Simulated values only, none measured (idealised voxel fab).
Process module in this document: voxel wiring stack
Section shown: cut. Width: 230 nm. Cell size: 5 nm, square.
Bands, listed from the top down, are how a cross-section gets written in this document; the cross-section itself is a grid of square cells, and a band is one or more rows of them.
It is stipulated that each band's entry specify, in nanometres, the height of the top of the band and then that of its bottom, followed by the materials of the band in left-to-right sequence, each together with its width in nanometres. A single material marked by the word "throughout" is understood to fill the band from edge to edge; the word "air" is understood to denote empty space.
Below 0: as-received wafer, all one material; heights counted from there. Lowest band: no bottom, goes on down, written "0..down".
So if you see something like "30..40" for the width, read it as the top row of the band sitting at the first number and the bottom row at the second, with every row in between moving by the same amount as the last.
The designation "no modifications", where it is given for a processing step, indicates that no cell of the cross-section was altered in the course of that step.
"Unvented voids" means: voids of 8 cells or more that are shut off from the top with no open way through. Written width x height at distance, distance from the left edge, in nm.
The remark found on a step's line after its settings is issued by the simulator itself and pertains to that step.
Among the settings permitted on a step's line is "overlay nm"; applied to a step with a mask, it specifies the extent to which the mask lay to the right of its planned position, whereas a negative figure signifies a position to the left.
**The process steps that were planned are listed below**
- 1: op RECEIVE | material Si
- 2: op CONFORMAL_DEP | material SiO2 | thk nm 10
- 3: op DIRECTIONAL_DEP | material TiN | thk nm 5
- 4: op DIRECTIONAL_DEP | material W | thk nm 25
- 5: op DIRECTIONAL_DEP | material aC | thk nm 15
- 6: op PATTERN | tone cover | mask id METAL_1 | material resist | width nm 20 | pitch nm 45 | thk nm 35 | overlay nm 0
- 7: op DIRECTIONAL_ETCH | etch materials aC | depth nm 15
- 8: op STRIP | etch materials resist
- 9: op DIRECTIONAL_ETCH | etch materials W | depth nm 25
- 10: op DIRECTIONAL_ETCH | etch materials TiN | depth nm 5
- 11: op STRIP | etch materials aC
- 12: op CONFORMAL_DEP | material SiCN | thk nm 5
- 13: op FILL_DEP | material lowk | thk nm 5
- 14: op CMP | height nm 40
- 15: op CONFORMAL_DEP | material SiCN | thk nm 5
- 16: op DIRECTIONAL_DEP | material SiO2 | thk nm 25
- 17: op MASKED_ETCH | tone open | mask id METAL_2 | width nm 20 | pitch nm 45 | etch materials SiO2 | depth nm 15 | overlay nm 0
- 18: op PATTERN | tone open | mask id METAL_2_HOLES | material resist | width nm 15 | pitch nm 90 | thk nm 15 | overlay nm 0
- 19: op DIRECTIONAL_ETCH | etch materials SiO2 | depth nm 10
- 20: op DIRECTIONAL_ETCH | etch materials SiCN | depth nm 5
- 21: op STRIP | etch materials resist
- 22: op CONFORMAL_DEP | material TiN | thk nm 5
- 23: op FILL_DEP | material Cu | thk nm 5
- 24: op CMP | height nm 70
- 25: op CONFORMAL_DEP | material SiCN | thk nm 5
**First of two wafers: run as planned**
**Delivered wafer in cross-section: state after step 1**
> 0..down  Si throughout
> Unvented voids: none
**after step 2**
> 10..0  SiO2 throughout
> Anything lower than 0 is untouched.
**after step 3**
> 15..10  TiN throughout
> Anything lower than 10 is untouched.
**after step 4**
> 40..15  W throughout
> Anything lower than 15 is untouched.
**after step 5**
> 55..40  aC throughout
> Anything lower than 40 is untouched.
**after step 6**
> 90..55  air 35, resist 20, air 25, resist 20, air 25, resist 20, air 25, resist 20, air 40
> Anything lower than 55 is untouched.
**after step 7**
> 75..55  air 35, resist 20, air 25, resist 20, air 25, resist 20, air 25, resist 20, air 40
> 55..40  air 35, aC 20, air 25, aC 20, air 25, aC 20, air 25, aC 20, air 40
> Anything lower than 40 is untouched.
**after step 8**
> 55..40  air 35, aC 20, air 25, aC 20, air 25, aC 20, air 25, aC 20, air 40
> Anything lower than 40 is untouched.
**after step 9**
> 55..40  air 35, aC 20, air 25, aC 20, air 25, aC 20, air 25, aC 20, air 40
> 40..15  air 35, W 20, air 25, W 20, air 25, W 20, air 25, W 20, air 40
> Anything lower than 15 is untouched.
**after step 10**
> 55..40  air 35, aC 20, air 25, aC 20, air 25, aC 20, air 25, aC 20, air 40
> 40..15  air 35, W 20, air 25, W 20, air 25, W 20, air 25, W 20, air 40
> 15..10  air 35, TiN 20, air 25, TiN 20, air 25, TiN 20, air 25, TiN 20, air 40
> Anything lower than 10 is untouched.
**after step 11**
> 40..15  air 35, W 20, air 25, W 20, air 25, W 20, air 25, W 20, air 40
> Anything lower than 15 is untouched.
**after step 12**
> 45..40  air 30, SiCN 30, air 15, SiCN 30, air 15, SiCN 30, air 15, SiCN 30, air 35
> 40..15  air 30, SiCN 5, W 20, SiCN 5, air 15, SiCN 5, W 20, SiCN 5, air 15, SiCN 5, W 20, SiCN 5, air 15, SiCN 5, W 20, SiCN 5, air 35
> 15..10  SiCN 35, TiN 20, SiCN 25, TiN 20, SiCN 25, TiN 20, SiCN 25, TiN 20, SiCN 40
> Anything lower than 10 is untouched.
**after step 13**
> 50..45  lowk throughout
> 45..40  lowk 30, SiCN 30, lowk 15, SiCN 30, lowk 15, SiCN 30, lowk 15, SiCN 30, lowk 35
> 40..15  lowk 30, SiCN 5, W 20, SiCN 5, lowk 15, SiCN 5, W 20, SiCN 5, lowk 15, SiCN 5, W 20, SiCN 5, lowk 15, SiCN 5, W 20, SiCN 5, lowk 35
> Anything lower than 15 is untouched.
**after step 14**
> 40..15  lowk 30, SiCN 5, W 20, SiCN 5, lowk 15, SiCN 5, W 20, SiCN 5, lowk 15, SiCN 5, W 20, SiCN 5, lowk 15, SiCN 5, W 20, SiCN 5, lowk 35
> Anything lower than 15 is untouched.
**after step 15**
> 45..40  SiCN throughout
> Anything lower than 40 is untouched.
**after step 16**
> 70..45  SiO2 throughout
> Anything lower than 45 is untouched.
**after step 17**
> 70..55  SiO2 35, air 20, SiO2 25, air 20, SiO2 25, air 20, SiO2 25, air 20, SiO2 40
> Anything lower than 55 is untouched.
**after step 18**
> 85..70  resist 35, air 15, resist 75, air 15, resist 90
> 70..55  SiO2 35, air 15, resist 5, SiO2 25, resist 20, SiO2 25, air 15, resist 5, SiO2 25, resist 20, SiO2 40
> Anything lower than 55 is untouched.
**after step 19**
> 85..70  resist 35, air 15, resist 75, air 15, resist 90
> 70..55  SiO2 35, air 15, resist 5, SiO2 25, resist 20, SiO2 25, air 15, resist 5, SiO2 25, resist 20, SiO2 40
> 55..45  SiO2 35, air 15, SiO2 75, air 15, SiO2 90
> Anything lower than 45 is untouched.
**after step 20**
> 85..70  resist 35, air 15, resist 75, air 15, resist 90
> 70..55  SiO2 35, air 15, resist 5, SiO2 25, resist 20, SiO2 25, air 15, resist 5, SiO2 25, resist 20, SiO2 40
> 55..45  SiO2 35, air 15, SiO2 75, air 15, SiO2 90
> 45..40  SiCN 35, air 15, SiCN 75, air 15, SiCN 90
> Anything lower than 40 is untouched.
**after step 21**
> 70..55  SiO2 35, air 20, SiO2 25, air 20, SiO2 25, air 20, SiO2 25, air 20, SiO2 40
> Anything lower than 55 is untouched.
**after step 22**
> 75..70  TiN 40, air 10, TiN 35, air 10, TiN 35, air 10, TiN 35, air 10, TiN 45
> 70..60  SiO2 35, TiN 5, air 10, TiN 5, SiO2 25, TiN 5, air 10, TiN 5, SiO2 25, TiN 5, air 10, TiN 5, SiO2 25, TiN 5, air 10, TiN 5, SiO2 40
> 60..55  SiO2 35, TiN 5, air 5, TiN 10, SiO2 25, TiN 20, SiO2 25, TiN 5, air 5, TiN 10, SiO2 25, TiN 20, SiO2 40
> 55..45  SiO2 35, TiN 5, air 5, TiN 5, SiO2 75, TiN 5, air 5, TiN 5, SiO2 90
> 45..40  SiCN 35, TiN 15, SiCN 75, TiN 15, SiCN 90
> Anything lower than 40 is untouched.
**after step 23**
> 80..75  Cu throughout
> 75..70  TiN 40, Cu 10, TiN 35, Cu 10, TiN 35, Cu 10, TiN 35, Cu 10, TiN 45
> 70..60  SiO2 35, TiN 5, Cu 10, TiN 5, SiO2 25, TiN 5, Cu 10, TiN 5, SiO2 25, TiN 5, Cu 10, TiN 5, SiO2 25, TiN 5, Cu 10, TiN 5, SiO2 40
> 60..55  SiO2 35, TiN 5, Cu 5, TiN 10, SiO2 25, TiN 20, SiO2 25, TiN 5, Cu 5, TiN 10, SiO2 25, TiN 20, SiO2 40
> 55..45  SiO2 35, TiN 5, Cu 5, TiN 5, SiO2 75, TiN 5, Cu 5, TiN 5, SiO2 90
> Anything lower than 45 is untouched.
**after step 24**
> 70..60  SiO2 35, TiN 5, Cu 10, TiN 5, SiO2 25, TiN 5, Cu 10, TiN 5, SiO2 25, TiN 5, Cu 10, TiN 5, SiO2 25, TiN 5, Cu 10, TiN 5, SiO2 40
> Anything lower than 60 is untouched.
**after step 25**
> 75..70  SiCN throughout
> Anything lower than 70 is untouched.
**Here the second wafer is described. Its start and its plan were those of the first wafer. Its run contained one mistake. Up to and including step 3, it did exactly what the first wafer did**
**Cross-sectional view of the second wafer at the intended end time of process step 4**
> 40..15  SiO2 throughout
> Anything lower than 15 is untouched.
**Cross-sectional view of the second wafer at the intended end time of process step 5**
> 55..40  aC throughout
> Anything lower than 40 is untouched.
**Cross-sectional view of the second wafer at the intended end time of process step 6**
> 90..55  air 35, resist 20, air 25, resist 20, air 25, resist 20, air 25, resist 20, air 40
> Anything lower than 55 is untouched.
**Cross-sectional view of the second wafer at the intended end time of process step 7**
> 75..55  air 35, resist 20, air 25, resist 20, air 25, resist 20, air 25, resist 20, air 40
> 55..40  air 35, aC 20, air 25, aC 20, air 25, aC 20, air 25, aC 20, air 40
> Anything lower than 40 is untouched.
**Cross-sectional view of the second wafer at the intended end time of process step 8**
> 55..40  air 35, aC 20, air 25, aC 20, air 25, aC 20, air 25, aC 20, air 40
> Anything lower than 40 is untouched.
Cross-sectional view of the second wafer at the intended end time of process step 9: no modifications
Cross-sectional view of the second wafer at the intended end time of process step 10: no modifications
**Cross-sectional view of the second wafer at the intended end time of process step 11**
> 40..15  SiO2 throughout
> Anything lower than 15 is untouched.
**Cross-sectional view of the second wafer at the intended end time of process step 12**
> 45..40  SiCN throughout
> Anything lower than 40 is untouched.
**Cross-sectional view of the second wafer at the intended end time of process step 13**
> 50..45  lowk throughout
> Anything lower than 45 is untouched.
**Cross-sectional view of the second wafer at the intended end time of process step 14**
> 40..15  SiO2 throughout
> Anything lower than 15 is untouched.
**Cross-sectional view of the second wafer at the intended end time of process step 15**
> 45..40  SiCN throughout
> Anything lower than 40 is untouched.
**Cross-sectional view of the second wafer at the intended end time of process step 16**
> 70..45  SiO2 throughout
> Anything lower than 45 is untouched.
**Cross-sectional view of the second wafer at the intended end time of process step 17**
> 70..55  SiO2 35, air 20, SiO2 25, air 20, SiO2 25, air 20, SiO2 25, air 20, SiO2 40
> Anything lower than 55 is untouched.
**Cross-sectional view of the second wafer at the intended end time of process step 18**
> 85..70  resist 35, air 15, resist 75, air 15, resist 90
> 70..55  SiO2 35, air 15, resist 5, SiO2 25, resist 20, SiO2 25, air 15, resist 5, SiO2 25, resist 20, SiO2 40
> Anything lower than 55 is untouched.
**Cross-sectional view of the second wafer at the intended end time of process step 19**
> 85..70  resist 35, air 15, resist 75, air 15, resist 90
> 70..55  SiO2 35, air 15, resist 5, SiO2 25, resist 20, SiO2 25, air 15, resist 5, SiO2 25, resist 20, SiO2 40
> 55..45  SiO2 35, air 15, SiO2 75, air 15, SiO2 90
> Anything lower than 45 is untouched.
**Cross-sectional view of the second wafer at the intended end time of process step 20**
> 85..70  resist 35, air 15, resist 75, air 15, resist 90
> 70..55  SiO2 35, air 15, resist 5, SiO2 25, resist 20, SiO2 25, air 15, resist 5, SiO2 25, resist 20, SiO2 40
> 55..45  SiO2 35, air 15, SiO2 75, air 15, SiO2 90
> 45..40  SiCN 35, air 15, SiCN 75, air 15, SiCN 90
> Anything lower than 40 is untouched.
**Cross-sectional view of the second wafer at the intended end time of process step 21**
> 70..55  SiO2 35, air 20, SiO2 25, air 20, SiO2 25, air 20, SiO2 25, air 20, SiO2 40
> Anything lower than 55 is untouched.
**Cross-sectional view of the second wafer at the intended end time of process step 22**
> 75..70  TiN 40, air 10, TiN 35, air 10, TiN 35, air 10, TiN 35, air 10, TiN 45
> 70..60  SiO2 35, TiN 5, air 10, TiN 5, SiO2 25, TiN 5, air 10, TiN 5, SiO2 25, TiN 5, air 10, TiN 5, SiO2 25, TiN 5, air 10, TiN 5, SiO2 40
> 60..55  SiO2 35, TiN 5, air 5, TiN 10, SiO2 25, TiN 20, SiO2 25, TiN 5, air 5, TiN 10, SiO2 25, TiN 20, SiO2 40
> 55..45  SiO2 35, TiN 5, air 5, TiN 5, SiO2 75, TiN 5, air 5, TiN 5, SiO2 90
> 45..40  SiCN 35, TiN 15, SiCN 75, TiN 15, SiCN 90
> Anything lower than 40 is untouched.
**Cross-sectional view of the second wafer at the intended end time of process step 23**
> 80..75  Cu throughout
> 75..70  TiN 40, Cu 10, TiN 35, Cu 10, TiN 35, Cu 10, TiN 35, Cu 10, TiN 45
> 70..60  SiO2 35, TiN 5, Cu 10, TiN 5, SiO2 25, TiN 5, Cu 10, TiN 5, SiO2 25, TiN 5, Cu 10, TiN 5, SiO2 25, TiN 5, Cu 10, TiN 5, SiO2 40
> 60..55  SiO2 35, TiN 5, Cu 5, TiN 10, SiO2 25, TiN 20, SiO2 25, TiN 5, Cu 5, TiN 10, SiO2 25, TiN 20, SiO2 40
> 55..45  SiO2 35, TiN 5, Cu 5, TiN 5, SiO2 75, TiN 5, Cu 5, TiN 5, SiO2 90
> Anything lower than 45 is untouched.
**Cross-sectional view of the second wafer at the intended end time of process step 24**
> 70..60  SiO2 35, TiN 5, Cu 10, TiN 5, SiO2 25, TiN 5, Cu 10, TiN 5, SiO2 25, TiN 5, Cu 10, TiN 5, SiO2 25, TiN 5, Cu 10, TiN 5, SiO2 40
> Anything lower than 60 is untouched.
**Cross-sectional view of the second wafer at the intended end time of process step 25**
> 75..70  SiCN throughout
> Anything lower than 70 is untouched.
What went wrong in running the wafer? step 4 was processed under conditions differing from the plan, specifically as op DIRECTIONAL_DEP | material SiO2 | thk nm 25
The second wafer ends with more or fewer cells of some materials than the first, per final count: SiCN -70; SiO2 +230; TiN +30; W -80; lowk -110
